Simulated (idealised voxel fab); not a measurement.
A process module follows: voxel wiring stack.
280 nm wide, 5 nm square cells: that's cross-section cut.
Just so we're on the same page, the cross-sections are grids of square cells, and they're listed out in bands top to bottom, each band one or more rows deep. Read a band's entry like this: the first values are the height of its top and the height of its bottom in nm, and what follows is the sequence of materials from left to right, each with its width in nm. Note that "blank" is empty space, and that a single material marked "full width" reaches across the band from edge to edge. Ref level 0: as-received wafer is one material below here. Bottom band extends down with no lower bound ("0 down"). The expression "30->40" gives the width at the extremes of the band, the first number at its top row of cells and the second at its bottom row, with the width changing by equal amounts from each row to the next in between. Step marked "left unchanged"? Then no cell in the cross-section changed in it. The list in "Closed void inventory" covers empty spaces of 8 cells or more that cannot reach the top through any open way, and it gives each as width x height at distance; the distance is from the left edge, and width, height and distance are in nm. Note: text after step settings on the step line = simulator remark on that step. When a step includes a mask, the "overlay nm" setting on its line states how far to the right of its planned place that mask lay, and negative values state how far to the left.
The planned process steps are enumerated hereunder
1 RECEIVE with material Si
2 CONFORMAL_DEP with material SiO2, thk nm 10
3 CONFORMAL_DEP with material SiCN, thk nm 5
4 DIRECTIONAL_DEP with material SiO2, thk nm 25
5 MASKED_ETCH with tone open, mask id METAL_1, width nm 30, pitch nm 60, etch materials SiO2, depth nm 25, overlay nm 0
6 MASKED_ETCH with tone open, mask id METAL_1, width nm 30, pitch nm 60, etch materials SiCN, depth nm 5, overlay nm 0
7 CONFORMAL_DEP with material TiN, thk nm 5
8 FILL_DEP with material Cu, thk nm 10
9 CMP with height nm 40
10 EPI with material Ru, thk nm 5
11 FILL_DEP with material SiCN, thk nm 5
12 DIRECTIONAL_DEP with material lowk, thk nm 15
13 DIRECTIONAL_DEP with material aC, thk nm 10
14 PATTERN with tone open, mask id PLUG_1, material resist, width nm 15, pitch nm 60, thk nm 25, overlay nm 0
15 DIRECTIONAL_ETCH with etch materials aC, depth nm 10
16 STRIP with etch materials resist
17 DIRECTIONAL_ETCH with etch materials lowk, depth nm 15
18 DIRECTIONAL_ETCH with etch materials SiCN, depth nm 5
19 STRIP with etch materials aC
20 CONFORMAL_DEP with material TiN, thk nm 5
21 FILL_DEP with material Cu, thk nm 5
22 CMP with height nm 65
23 DIRECTIONAL_DEP with material TiN, thk nm 5
24 DIRECTIONAL_DEP with material W, thk nm 25
25 MASKED_ETCH with tone cover, mask id METAL_2, width nm 30, pitch nm 60, etch materials W, depth nm 25, overlay nm 0
26 MASKED_ETCH with tone cover, mask id METAL_2, width nm 30, pitch nm 60, etch materials TiN, depth nm 5, overlay nm 0
27 CONFORMAL_DEP with material SiN, thk nm 5
28 FILL_DEP with material lowk, thk nm 10
29 CMP with height nm 95
30 CONFORMAL_DEP with material SiCN, thk nm 5
31 DIRECTIONAL_DEP with material lowk, thk nm 15
32 DIRECTIONAL_DEP with material aC, thk nm 15
33 PATTERN with tone open, mask id PLUG_2, material resist, width nm 15, pitch nm 60, thk nm 35, overlay nm 0
34 DIRECTIONAL_ETCH with etch materials aC, depth nm 15
35 STRIP with etch materials resist
36 DIRECTIONAL_ETCH with etch materials lowk, depth nm 15
37 DIRECTIONAL_ETCH with etch materials SiCN, depth nm 5
38 STRIP with etch materials aC
39 CONFORMAL_DEP with material TiN, thk nm 5
40 FILL_DEP with material Cu, thk nm 10
41 CMP with height nm 115
42 DIRECTIONAL_DEP with material TiN, thk nm 5
43 DIRECTIONAL_DEP with material W, thk nm 25
44 DIRECTIONAL_DEP with material aC, thk nm 10
45 PATTERN with tone cover, mask id METAL_3, material resist, width nm 30, pitch nm 60, thk nm 30, overlay nm 0
46 DIRECTIONAL_ETCH with etch materials aC, depth nm 10
47 STRIP with etch materials resist
48 DIRECTIONAL_ETCH with etch materials W, depth nm 25
49 DIRECTIONAL_ETCH with etch materials TiN, depth nm 5
50 STRIP with etch materials aC
51 FILL_DEP with material lowk, thk nm 10
52 CMP with height nm 145
53 CONFORMAL_DEP with material SiN, thk nm 5
Shown in cross-section is the wafer as received, that is, as it stands after step 1
- 0 down: Si full width
- Closed void inventory: none
End state of the module in cross-section, given the above starting point and plan and one mistake in execution
- 150 to 145: SiN full width
- 145 to 140: lowk: 95 / TiN: 30 / lowk: 30 / TiN: 30 / lowk: 95
- 140 to 115: W full width
- 115 to 100: lowk: 95 / TiN: 5 / Cu: 5 / TiN: 5 / lowk: 45 / TiN: 5 / Cu: 5 / TiN: 5 / lowk: 110
- 100 to 95: SiCN: 95 / TiN: 15 / SiCN: 45 / TiN: 15 / SiCN: 110
- 95 to 70: lowk: 90 / SiN: 5 / W: 30 / SiN: 5 / lowk: 20 / SiN: 5 / W: 30 / SiN: 5 / lowk: 90
- 70 to 65: SiN: 95 / TiN: 30 / SiN: 30 / TiN: 30 / SiN: 95
- 65 to 50: lowk: 95 / TiN: 5 / Cu: 5 / TiN: 5 / lowk: 45 / TiN: 5 / Cu: 5 / TiN: 5 / lowk: 110
- 50 to 45: SiCN: 95 / TiN: 15 / SiCN: 45 / TiN: 15 / SiCN: 110
- 45 to 40: SiCN: 90 / Ru: 40 / SiCN: 20 / Ru: 40 / SiCN: 90
- 40 to 15: SiO2: 95 / TiN: 5 / Cu: 20 / TiN: 5 / SiO2: 30 / TiN: 5 / Cu: 20 / TiN: 5 / SiO2: 95
- 15 to 10: SiCN: 95 / TiN: 30 / SiCN: 30 / TiN: 30 / SiCN: 95
- 10 to 0: SiO2 full width
- 0 down: Si full width
- Closed void inventory: none
Processing error: steps 42 and 43: order swapped relative to plan
